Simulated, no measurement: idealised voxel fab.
process module | voxel capacitor over wiring
cross-section cut | 155 nm wide | cells 5 nm
A cross-section is a grid of square cells, given in bands from the top down. A band is one or more rows of cells.
Each band's line starts with the height of the band's top and of its bottom, in nm. Then come its materials from left to right, each with its width in nm. One material with "throughout" fills the band from edge to edge. "air" is empty space.
Height 0 is the level under which the wafer as received is all one material. The lowest band goes on downwards, as in "0 down".
A width such as "30 to 40" changes by the same amount from each row of cells to the next, from the band's top row to its bottom row.
"no change" after a step means that no cell of the cross-section changed.
closed voids: empty space of 8 cells or more with no open way to the top, each as width x height at its distance from the left edge, in nm
after a step's settings: what the simulator itself notes on the step
overlay nm, on a step with a mask: how far to the right of its planned place the mask lay; to the left if negative
plan
1 op RECEIVE | material Si
2 op CONFORMAL_DEP | material SiO2 | thk nm 15
3 op CONFORMAL_DEP | material SiCN | thk nm 5
4 op DIRECTIONAL_DEP | material SiO2 | thk nm 20
5 op DIRECTIONAL_DEP | material aC | thk nm 10
6 op PATTERN | tone open | mask id METAL_1 | material resist | width nm 30 | pitch nm 85 | thk nm 30 | overlay nm 0
7 op DIRECTIONAL_ETCH | etch materials aC | depth nm 10
8 op STRIP | etch materials resist
9 op DIRECTIONAL_ETCH | etch materials SiO2 | depth nm 20
10 op DIRECTIONAL_ETCH | etch materials SiCN | depth nm 5
11 op STRIP | etch materials aC
12 op CONFORMAL_DEP | material TiN | thk nm 5
13 op FILL_DEP | material Cu | thk nm 10
14 op CMP | height nm 40
15 op EPI | material Ru | thk nm 5
16 op FILL_DEP | material SiCN | thk nm 5
17 op DIRECTIONAL_DEP | material lowk | thk nm 20
18 op DIRECTIONAL_DEP | material aC | thk nm 10
19 op PATTERN | tone open | mask id PLUG_1 | material resist | width nm 15 | thk nm 30 | overlay nm 0
20 op DIRECTIONAL_ETCH | etch materials aC | depth nm 10
21 op STRIP | etch materials resist
22 op DIRECTIONAL_ETCH | etch materials lowk | depth nm 20
23 op DIRECTIONAL_ETCH | etch materials SiCN | depth nm 5
24 op STRIP | etch materials aC
25 op EPI | material Ru | thk nm 10
26 op EPI | material Ru | thk nm 10
27 op EPI | material Ru | thk nm 5
28 op DIRECTIONAL_DEP | material TiN | thk nm 5
29 op DIRECTIONAL_DEP | material HfO2 | thk nm 5
30 op DIRECTIONAL_DEP | material TiN | thk nm 5
31 op PATTERN | tone cover | mask id UPPER_PLATE | material resist | width nm 60 | thk nm 15 | overlay nm 0
32 op DIRECTIONAL_ETCH | etch materials TiN | depth nm 5
33 op DIRECTIONAL_ETCH | etch materials HfO2 | depth nm 5
34 op STRIP | etch materials resist
35 op DIRECTIONAL_DEP | material aC | thk nm 5
36 op PATTERN | tone cover | mask id LOWER_PLATE | material resist | width nm 70 | thk nm 35 | overlay nm 0
37 op DIRECTIONAL_ETCH | etch materials aC | depth nm 15
38 op STRIP | etch materials resist
39 op DIRECTIONAL_ETCH | etch materials TiN | depth nm 5
40 op STRIP | etch materials aC
41 op FILL_DEP | material SiO2 | thk nm 15
42 op CMP | height nm 95
43 op MASKED_ETCH | tone open | mask id PLUG_2 | width nm 15 | etch materials SiO2 | depth nm 10 | overlay nm 0
44 op CONFORMAL_DEP | material TiN | thk nm 5
45 op FILL_DEP | material W | thk nm 10
46 op CMP | height nm 95
47 op CONFORMAL_DEP | material SiCN | thk nm 5
varied across the wafers: thk nm of step 35. The plan shows the first wafer's value. All wafers start alike
first wafer as received, after step 1
  0 down: Si throughout
  closed voids: none
each wafer at the end: cells of each material gained (+) or lost (-) since it was received, then its closed voids
thk nm 5 | +32 Cu | +12 HfO2 | +31 Ru | +93 SiCN | +280 SiO2 | +59 TiN | +1 W | +112 lowk | closed voids: none
thk nm 10 | +32 Cu | +12 HfO2 | +31 Ru | +93 SiCN | +280 SiO2 | +59 TiN | +1 W | +112 lowk | closed voids: none
thk nm 15 | +32 Cu | +12 HfO2 | +31 Ru | +93 SiCN | +280 SiO2 | +59 TiN | +1 W | +112 lowk | closed voids: none
thk nm 20 | +32 Cu | +12 HfO2 | +31 Ru | +93 SiCN | +263 SiO2 | +76 TiN | +1 W | +112 lowk | closed voids: none
thk nm 25 | +32 Cu | +12 HfO2 | +31 Ru | +93 SiCN | +263 SiO2 | +76 TiN | +1 W | +112 lowk | closed voids: none
thk nm 30 | +32 Cu | +12 HfO2 | +31 Ru | +93 SiCN | +263 SiO2 | +76 TiN | +1 W | +112 lowk | closed voids: none
